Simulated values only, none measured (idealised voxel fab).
process module | voxel gate over fins
cross-section cut | 225 nm wide | cells 5 nm
A cross-section is a grid of square cells, given in bands from the top down. A band is one or more rows of cells.
Each band's line starts with the height of the band's top and of its bottom, in nm. Then come its materials from left to right, each with its width in nm. One material with "throughout" fills the band from edge to edge. "air" is empty space.
Height 0 is the level under which the wafer as received is all one material. The lowest band goes on downwards, as in "0 down".
A width such as "30 to 40" changes by the same amount from each row of cells to the next, from the band's top row to its bottom row.
"no change" after a step means that no cell of the cross-section changed.
closed voids: empty space of 8 cells or more with no open way to the top, each as width x height at its distance from the left edge, in nm
after a step's settings: what the simulator itself notes on the step
overlay nm, on a step with a mask: how far to the right of its planned place the mask lay; to the left if negative
plan
1 op RECEIVE | material Si
2 op CONFORMAL_DEP | material SiN | thk nm 10
3 op PATTERN | tone cover | mask id FINS | material resist | width nm 15 | pitch nm 45 | thk nm 15 | overlay nm 0
4 op DIRECTIONAL_ETCH | etch materials SiN | depth nm 10
5 op DIRECTIONAL_ETCH | etch materials Si | depth nm 30
6 op STRIP | etch materials resist
7 op OXIDIZE | depth nm 5
8 op FILL_DEP | material SiO2 | thk nm 5
9 op CMP | height nm 10
10 op SELECTIVE_ETCH | etch materials SiO2 | depth nm 25
11 op STRIP | etch materials SiN
12 op CONFORMAL_DEP | material HfO2 | thk nm 5
13 op CONFORMAL_DEP | material TiN | thk nm 5
14 op CONFORMAL_DEP | material TiAl | thk nm 5
15 op CONFORMAL_DEP | material TiN | thk nm 5
16 op FILL_DEP | material W | thk nm 10
17 op CMP | height nm 25
18 op CONFORMAL_DEP | material SiCN | thk nm 5
first wafer, as planned
as received, after step 1
  0 down: Si throughout
  closed voids: none
after step 2
  10 to 0: SiN throughout
  below 0: unchanged
after step 3
  25 to 10: air 80 | resist 15 | air 30 | resist 15 | air 85
  below 10: unchanged
after step 4
  25 to 10: air 80 | resist 15 | air 30 | resist 15 | air 85
  10 to 0: air 80 | SiN 15 | air 30 | SiN 15 | air 85
  below 0: unchanged
after step 5
  25 to 10: air 80 | resist 15 | air 30 | resist 15 | air 85
  10 to 0: air 80 | SiN 15 | air 30 | SiN 15 | air 85
  0 to -30: air 80 | Si 15 | air 30 | Si 15 | air 85
  below -30: unchanged
after step 6
  10 to 0: air 80 | SiN 15 | air 30 | SiN 15 | air 85
  below 0: unchanged
after step 7
  10 to 0: air 80 | SiN 15 | air 30 | SiN 15 | air 85
  0 to -30: air 80 | SiO2 5 | Si 5 | SiO2 5 | air 30 | SiO2 5 | Si 5 | SiO2 5 | air 85
  -30 to -35: SiO2 85 | Si 5 | SiO2 40 | Si 5 | SiO2 90
  below -35: unchanged
after step 8
  15 to 10: SiO2 throughout
  10 to 0: SiO2 80 | SiN 15 | SiO2 30 | SiN 15 | SiO2 85
  0 to -35: SiO2 85 | Si 5 | SiO2 40 | Si 5 | SiO2 90
  below -35: unchanged
after step 9
  10 to 0: SiO2 80 | SiN 15 | SiO2 30 | SiN 15 | SiO2 85
  below 0: unchanged
after step 10
  10 to 0: air 80 | SiN 15 | air 30 | SiN 15 | air 85
  0 to -15: air 85 | Si 5 | air 40 | Si 5 | air 90
  below -15: unchanged
after step 11
  0 to -15: air 85 | Si 5 | air 40 | Si 5 | air 90
  below -15: unchanged
after step 12
  5 to 0: air 80 | HfO2 15 | air 30 | HfO2 15 | air 85
  0 to -10: air 80 | HfO2 5 | Si 5 | HfO2 5 | air 30 | HfO2 5 | Si 5 | HfO2 5 | air 85
  -10 to -15: HfO2 85 | Si 5 | HfO2 40 | Si 5 | HfO2 90
  below -15: unchanged
after step 13
  10 to 5: air 75 | TiN 25 | air 20 | TiN 25 | air 80
  5 to 0: air 75 | TiN 5 | HfO2 15 | TiN 5 | air 20 | TiN 5 | HfO2 15 | TiN 5 | air 80
  0 to -5: air 75 | TiN 5 | HfO2 5 | Si 5 | HfO2 5 | TiN 5 | air 20 | TiN 5 | HfO2 5 | Si 5 | HfO2 5 | TiN 5 | air 80
  -5 to -10: TiN 80 | HfO2 5 | Si 5 | HfO2 5 | TiN 30 | HfO2 5 | Si 5 | HfO2 5 | TiN 85
  below -10: unchanged
after step 14
  15 to 10: air 70 | TiAl 35 | air 10 | TiAl 35 | air 75
  10 to 5: air 70 | TiAl 5 | TiN 25 | TiAl 5 | air 10 | TiAl 5 | TiN 25 | TiAl 5 | air 75
  5 to 0: air 70 | TiAl 5 | TiN 5 | HfO2 15 | TiN 5 | TiAl 5 | air 10 | TiAl 5 | TiN 5 | HfO2 15 | TiN 5 | TiAl 5 | air 75
  0 to -5: TiAl 75 | TiN 5 | HfO2 5 | Si 5 | HfO2 5 | TiN 5 | TiAl 20 | TiN 5 | HfO2 5 | Si 5 | HfO2 5 | TiN 5 | TiAl 80
  below -5: unchanged
after step 15
  20 to 15: air 65 | TiN 90 | air 70
  15 to 10: air 65 | TiN 5 | TiAl 35 | TiN 10 | TiAl 35 | TiN 5 | air 70
  10 to 5: air 65 | TiN 5 | TiAl 5 | TiN 25 | TiAl 5 | TiN 10 | TiAl 5 | TiN 25 | TiAl 5 | TiN 5 | air 70
  5 to 0: TiN 70 | TiAl 5 | TiN 5 | HfO2 15 | TiN 5 | TiAl 5 | TiN 10 | TiAl 5 | TiN 5 | HfO2 15 | TiN 5 | TiAl 5 | TiN 75
  below 0: unchanged
after step 16
  30 to 20: W throughout
  20 to 15: W 65 | TiN 90 | W 70
  15 to 10: W 65 | TiN 5 | TiAl 35 | TiN 10 | TiAl 35 | TiN 5 | W 70
  10 to 5: W 65 | TiN 5 | TiAl 5 | TiN 25 | TiAl 5 | TiN 10 | TiAl 5 | TiN 25 | TiAl 5 | TiN 5 | W 70
  below 5: unchanged
after step 17
  25 to 20: W throughout
  below 20: unchanged
after step 18
  30 to 25: SiCN throughout
  below 25: unchanged
second wafer: like start, like plan, one mistake. Through step 11 it matches the first wafer
when step 12 should have ended
  5 to 0: air 80 | TiN 15 | air 30 | TiN 15 | air 85
  0 to -10: air 80 | TiN 5 | Si 5 | TiN 5 | air 30 | TiN 5 | Si 5 | TiN 5 | air 85
  -10 to -15: TiN 85 | Si 5 | TiN 40 | Si 5 | TiN 90
  below -15: unchanged
when step 13 should have ended
  10 to 5: air 75 | HfO2 25 | air 20 | HfO2 25 | air 80
  5 to 0: air 75 | HfO2 5 | TiN 15 | HfO2 5 | air 20 | HfO2 5 | TiN 15 | HfO2 5 | air 80
  0 to -5: air 75 | HfO2 5 | TiN 5 | Si 5 | TiN 5 | HfO2 5 | air 20 | HfO2 5 | TiN 5 | Si 5 | TiN 5 | HfO2 5 | air 80
  -5 to -10: HfO2 80 | TiN 5 | Si 5 | TiN 5 | HfO2 30 | TiN 5 | Si 5 | TiN 5 | HfO2 85
  below -10: unchanged
when step 14 should have ended
  15 to 10: air 70 | TiAl 35 | air 10 | TiAl 35 | air 75
  10 to 5: air 70 | TiAl 5 | HfO2 25 | TiAl 5 | air 10 | TiAl 5 | HfO2 25 | TiAl 5 | air 75
  5 to 0: air 70 | TiAl 5 | HfO2 5 | TiN 15 | HfO2 5 | TiAl 5 | air 10 | TiAl 5 | HfO2 5 | TiN 15 | HfO2 5 | TiAl 5 | air 75
  0 to -5: TiAl 75 | HfO2 5 | TiN 5 | Si 5 | TiN 5 | HfO2 5 | TiAl 20 | HfO2 5 | TiN 5 | Si 5 | TiN 5 | HfO2 5 | TiAl 80
  below -5: unchanged
when step 15 should have ended
  20 to 15: air 65 | TiN 90 | air 70
  15 to 10: air 65 | TiN 5 | TiAl 35 | TiN 10 | TiAl 35 | TiN 5 | air 70
  10 to 5: air 65 | TiN 5 | TiAl 5 | HfO2 25 | TiAl 5 | TiN 10 | TiAl 5 | HfO2 25 | TiAl 5 | TiN 5 | air 70
  5 to 0: TiN 70 | TiAl 5 | HfO2 5 | TiN 15 | HfO2 5 | TiAl 5 | TiN 10 | TiAl 5 | HfO2 5 | TiN 15 | HfO2 5 | TiAl 5 | TiN 75
  below 0: unchanged
when step 16 should have ended
  30 to 20: W throughout
  20 to 15: W 65 | TiN 90 | W 70
  15 to 10: W 65 | TiN 5 | TiAl 35 | TiN 10 | TiAl 35 | TiN 5 | W 70
  10 to 5: W 65 | TiN 5 | TiAl 5 | HfO2 25 | TiAl 5 | TiN 10 | TiAl 5 | HfO2 25 | TiAl 5 | TiN 5 | W 70
  below 5: unchanged
when step 17 should have ended
  25 to 20: W throughout
  below 20: unchanged
when step 18 should have ended
  30 to 25: SiCN throughout
  below 25: unchanged
what went wrong: steps 12 and 13 were swapped
at the end the second wafer has, in cells: as many of each material as the first, in other places
